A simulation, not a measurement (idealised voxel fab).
Process module name: voxel capacitor over wiring
cross-section cut | 195 nm wide | cells 5 nm
The cross-sections in this document take the form of a grid made of square cells. They are written out as bands, in order from top to bottom. Each band consists of one or more rows of cells.
Read a band's entry like this: the first values are the height of its top and the height of its bottom in nm, and what follows is the sequence of materials from left to right, each with its width in nm. Note that "empty" is empty space, and that a single material marked "everywhere" reaches across the band from edge to edge.
Zero point of the height axis is 0; under it, received wafer = one material. Lowest band: continues down indefinitely, "0 -> down".
With a width like "30 to 40", each row of cells in the band differs from the next by the same amount, the top row carrying the first number and the bottom row the second.
Step marked "all unchanged"? Then no cell in the cross-section changed in it.
Empty spaces counting at least 8 cells and having no open way to the top are listed in "Closed void inventory". The notation width x height at distance is used for each, the distance being from the left edge and all three values in nm.
Read whatever lies past the settings on a step's line as the simulator's own remark about the step.
The setting "overlay nm" may be written on the line of a step. When the step uses a mask, the value reports how far to the right of the planned place the mask lay, and a negative value reports that it lay to the left.

Steps in the process plan:
1 RECEIVE,material Si
2 CONFORMAL_DEP,material SiO2,thk nm 15
3 CONFORMAL_DEP,material SiN,thk nm 5
4 DIRECTIONAL_DEP,material SiO2,thk nm 20
5 DIRECTIONAL_DEP,material aC,thk nm 5
6 PATTERN,tone open,mask id METAL_1,material resist,width nm 25,pitch nm 75,thk nm 35,overlay nm 0
7 DIRECTIONAL_ETCH,etch materials aC,depth nm 15
8 STRIP,etch materials resist
9 DIRECTIONAL_ETCH,etch materials SiO2,depth nm 20
10 DIRECTIONAL_ETCH,etch materials SiN,depth nm 5
11 STRIP,etch materials aC
12 CONFORMAL_DEP,material TiN,thk nm 5
13 FILL_DEP,material Ru,thk nm 5
14 CMP,height nm 40
15 CONFORMAL_DEP,material SiCN,thk nm 5
16 DIRECTIONAL_DEP,material lowk,thk nm 10
17 MASKED_ETCH,tone open,mask id PLUG_1,width nm 15,etch materials lowk,depth nm 10,overlay nm 0
18 MASKED_ETCH,tone open,mask id PLUG_1,width nm 15,etch materials SiCN,depth nm 5,overlay nm 0
19 EPI,material Ru,thk nm 10
20 EPI,material Ru,thk nm 5
21 DIRECTIONAL_DEP,material TiN,thk nm 10
22 DIRECTIONAL_DEP,material HfO2,thk nm 5
23 DIRECTIONAL_DEP,material TiN,thk nm 10
24 PATTERN,tone cover,mask id UPPER_PLATE,material resist,width nm 55,thk nm 15,overlay nm 0
25 DIRECTIONAL_ETCH,etch materials TiN,depth nm 10
26 DIRECTIONAL_ETCH,etch materials HfO2,depth nm 5
27 STRIP,etch materials resist
28 PATTERN,tone cover,mask id LOWER_PLATE,material resist,width nm 65,thk nm 15,overlay nm 0
29 DIRECTIONAL_ETCH,etch materials TiN,depth nm 10
30 STRIP,etch materials resist
31 FILL_DEP,material SiO2,thk nm 20
32 CMP,height nm 95
33 PATTERN,tone open,mask id PLUG_2,material resist,width nm 15,thk nm 20,overlay nm 0
34 DIRECTIONAL_ETCH,etch materials SiO2,depth nm 15
35 STRIP,etch materials resist
36 CONFORMAL_DEP,material TiN,thk nm 5
37 FILL_DEP,material Ru,thk nm 5
38 CMP,height nm 95
39 CONFORMAL_DEP,material SiCN,thk nm 5
What sets these wafers apart? The thk nm at step 5. They all start alike, and the plan carries the first wafer's value.

The as-received cross-section of the first of several wafers corresponds to the state after step 1:
  0 -> down  Si everywhere
  Closed void inventory: none

Below, a row for every wafer. Read it as the end-of-module picture: for each material the wafer shows its cells gained (+) or lost (-) since it was received, and then its closed voids:
thk nm 5 | +11 HfO2 | +35 Ru | +75 SiCN | +29 SiN | +477 SiO2 | +81 TiN | +72 lowk | Closed void inventory: none
thk nm 10 | +11 HfO2 | +35 Ru | +75 SiCN | +29 SiN | +477 SiO2 | +81 TiN | +72 lowk | Closed void inventory: none
thk nm 15 | +11 HfO2 | +35 Ru | +75 SiCN | +29 SiN | +477 SiO2 | +81 TiN | +72 lowk | Closed void inventory: none
thk nm 20 | +11 HfO2 | +2 Ru | +75 SiCN | +39 SiN | +526 SiO2 | +55 TiN | +72 lowk | Closed void inventory: none
thk nm 25 | +11 HfO2 | +2 Ru | +75 SiCN | +39 SiN | +526 SiO2 | +55 TiN | +72 lowk | Closed void inventory: none
thk nm 30 | +11 HfO2 | +2 Ru | +75 SiCN | +39 SiN | +526 SiO2 | +55 TiN | +72 lowk | Closed void inventory: none
